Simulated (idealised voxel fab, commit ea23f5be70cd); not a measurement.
process module | voxel gate over fins
The cross-section on display is named cut; it measures 250 nm wide, and its cells are 5 nm squares.
Format of a cross-section: grid, square cells. Given as bands. Order: top down. Band: one or more rows of cells. The entry gives the band's vertical extent as a top height and a bottom height in nm, then its horizontal make-up as materials from left to right, each with a width in nm. "air" stands for empty space; a single material marked "full width" fills the band edge to edge. Counting heights begins at 0, where everything beneath is, in the wafer as received, one material. The lowest band has no bottom; it goes on downwards, as "0..down" shows. A width such as "30..40" changes by the same amount from each row of cells to the next, from the band's top row to its bottom row. Where a step carries "nothing changed", the cross-section came out of it unchanged, cell for cell. Each empty space that has no open way to the top and spans at least 8 cells appears under "Trapped void list" as width x height at distance, the distance counted from the left edge, all in nm. Formally, on a step line, whatever follows the settings is a remark that the simulator itself makes on the step. Regarding "overlay nm": on a step with a mask, it is the distance the mask lay to the right of its planned place; a negative value places it to the left.

# List of planned process steps
| 1 | op RECEIVE | material Si |
| 2 | op CONFORMAL_DEP | material SiN | thk nm 5 |
| 3 | op PATTERN | tone cover | mask id FINS | material resist | width nm 15 | pitch nm 35 | thk nm 20 | overlay nm 0 |
| 4 | op DIRECTIONAL_ETCH | etch materials SiN | depth nm 5 |
| 5 | op DIRECTIONAL_ETCH | etch materials Si | depth nm 30 |
| 6 | op STRIP | etch materials resist |
| 7 | op FILL_DEP | material SiO2 | thk nm 10 |
| 8 | op CMP | height nm 5 |
| 9 | op SELECTIVE_ETCH | etch materials SiO2 | depth nm 15 |
| 10 | op STRIP | etch materials SiN |
| 11 | op CONFORMAL_DEP | material HfO2 | thk nm 5 |
| 12 | op CONFORMAL_DEP | material TiN | thk nm 5 |
| 13 | op FILL_DEP | material W | thk nm 15 |
| 14 | op CMP | height nm 20 |
| 15 | op CONFORMAL_DEP | material SiN | thk nm 5 |

# First of two wafers - as planned

# Shown in cross-section is the wafer as received, that is, as it stands after step 1
* 0..down: Si full width
* Trapped void list: none

# Step 2 done - wafer cross-section
* 5..0: SiN full width
* below 0: unchanged

# Step 3 done - wafer cross-section
* 25..5: air: 80, resist: 15, air: 20, resist: 15, air: 20, resist: 15, air: 85
* below 5: unchanged

# Step 4 done - wafer cross-section
* 25..5: air: 80, resist: 15, air: 20, resist: 15, air: 20, resist: 15, air: 85
* 5..0: air: 80, SiN: 15, air: 20, SiN: 15, air: 20, SiN: 15, air: 85
* below 0: unchanged

# Step 5 done - wafer cross-section
* 25..5: air: 80, resist: 15, air: 20, resist: 15, air: 20, resist: 15, air: 85
* 5..0: air: 80, SiN: 15, air: 20, SiN: 15, air: 20, SiN: 15, air: 85
* 0..-30: air: 80, Si: 15, air: 20, Si: 15, air: 20, Si: 15, air: 85
* below -30: unchanged

# Step 6 done - wafer cross-section
* 5..0: air: 80, SiN: 15, air: 20, SiN: 15, air: 20, SiN: 15, air: 85
* below 0: unchanged

# Step 7 done - wafer cross-section
* 15..5: SiO2 full width
* 5..0: SiO2: 80, SiN: 15, SiO2: 20, SiN: 15, SiO2: 20, SiN: 15, SiO2: 85
* 0..-30: SiO2: 80, Si: 15, SiO2: 20, Si: 15, SiO2: 20, Si: 15, SiO2: 85
* below -30: unchanged

# Step 8 done - wafer cross-section
* 5..0: SiO2: 80, SiN: 15, SiO2: 20, SiN: 15, SiO2: 20, SiN: 15, SiO2: 85
* below 0: unchanged

# Step 9 done - wafer cross-section
* 5..0: air: 80, SiN: 15, air: 20, SiN: 15, air: 20, SiN: 15, air: 85
* 0..-10: air: 80, Si: 15, air: 20, Si: 15, air: 20, Si: 15, air: 85
* below -10: unchanged

# Step 10 done - wafer cross-section
* 0..-10: air: 80, Si: 15, air: 20, Si: 15, air: 20, Si: 15, air: 85
* below -10: unchanged

# Step 11 done - wafer cross-section
* 5..0: air: 75, HfO2: 25, air: 10, HfO2: 25, air: 10, HfO2: 25, air: 80
* 0..-5: air: 75, HfO2: 5, Si: 15, HfO2: 5, air: 10, HfO2: 5, Si: 15, HfO2: 5, air: 10, HfO2: 5, Si: 15, HfO2: 5, air: 80
* -5..-10: HfO2: 80, Si: 15, HfO2: 20, Si: 15, HfO2: 20, Si: 15, HfO2: 85
* below -10: unchanged

# Step 12 done - wafer cross-section
* 10..5: air: 70, TiN: 105, air: 75
* 5..0: air: 70, TiN: 5, HfO2: 25, TiN: 10, HfO2: 25, TiN: 10, HfO2: 25, TiN: 5, air: 75
* 0..-5: TiN: 75, HfO2: 5, Si: 15, HfO2: 5, TiN: 10, HfO2: 5, Si: 15, HfO2: 5, TiN: 10, HfO2: 5, Si: 15, HfO2: 5, TiN: 80
* below -5: unchanged

# Step 13 done - wafer cross-section
* 25..10: W full width
* 10..5: W: 70, TiN: 105, W: 75
* 5..0: W: 70, TiN: 5, HfO2: 25, TiN: 10, HfO2: 25, TiN: 10, HfO2: 25, TiN: 5, W: 75
* below 0: unchanged

# Step 14 done - wafer cross-section
* 20..10: W full width
* below 10: unchanged

# Step 15 done - wafer cross-section
* 25..20: SiN full width
* below 20: unchanged

# The second wafer: identical to the first at the outset and in its planned sequence, differing only in that one mistake was made during processing; up to and including step 10, its path is the first wafer's path

# Second wafer: cross-section at the scheduled end of step 11
* 5..0: air: 75, TiN: 25, air: 10, TiN: 25, air: 10, TiN: 25, air: 80
* 0..-5: air: 75, TiN: 5, Si: 15, TiN: 5, air: 10, TiN: 5, Si: 15, TiN: 5, air: 10, TiN: 5, Si: 15, TiN: 5, air: 80
* -5..-10: TiN: 80, Si: 15, TiN: 20, Si: 15, TiN: 20, Si: 15, TiN: 85
* below -10: unchanged

# Second wafer: cross-section at the scheduled end of step 12
* 10..5: air: 70, HfO2: 105, air: 75
* 5..0: air: 70, HfO2: 5, TiN: 25, HfO2: 10, TiN: 25, HfO2: 10, TiN: 25, HfO2: 5, air: 75
* 0..-5: HfO2: 75, TiN: 5, Si: 15, TiN: 5, HfO2: 10, TiN: 5, Si: 15, TiN: 5, HfO2: 10, TiN: 5, Si: 15, TiN: 5, HfO2: 80
* below -5: unchanged

# Second wafer: cross-section at the scheduled end of step 13
* 25..10: W full width
* 10..5: W: 70, HfO2: 105, W: 75
* 5..0: W: 70, HfO2: 5, TiN: 25, HfO2: 10, TiN: 25, HfO2: 10, TiN: 25, HfO2: 5, W: 75
* below 0: unchanged

# Second wafer: cross-section at the scheduled end of step 14
* 20..10: W full width
* below 10: unchanged

# Second wafer: cross-section at the scheduled end of step 15
* 25..20: SiN full width
* below 20: unchanged
Diagnosis: steps 11 and 12 of the plan were each performed in the slot designated for the other
So at the finish, the second wafer's got exactly as many cells of each material as the first, just not in the same spots.
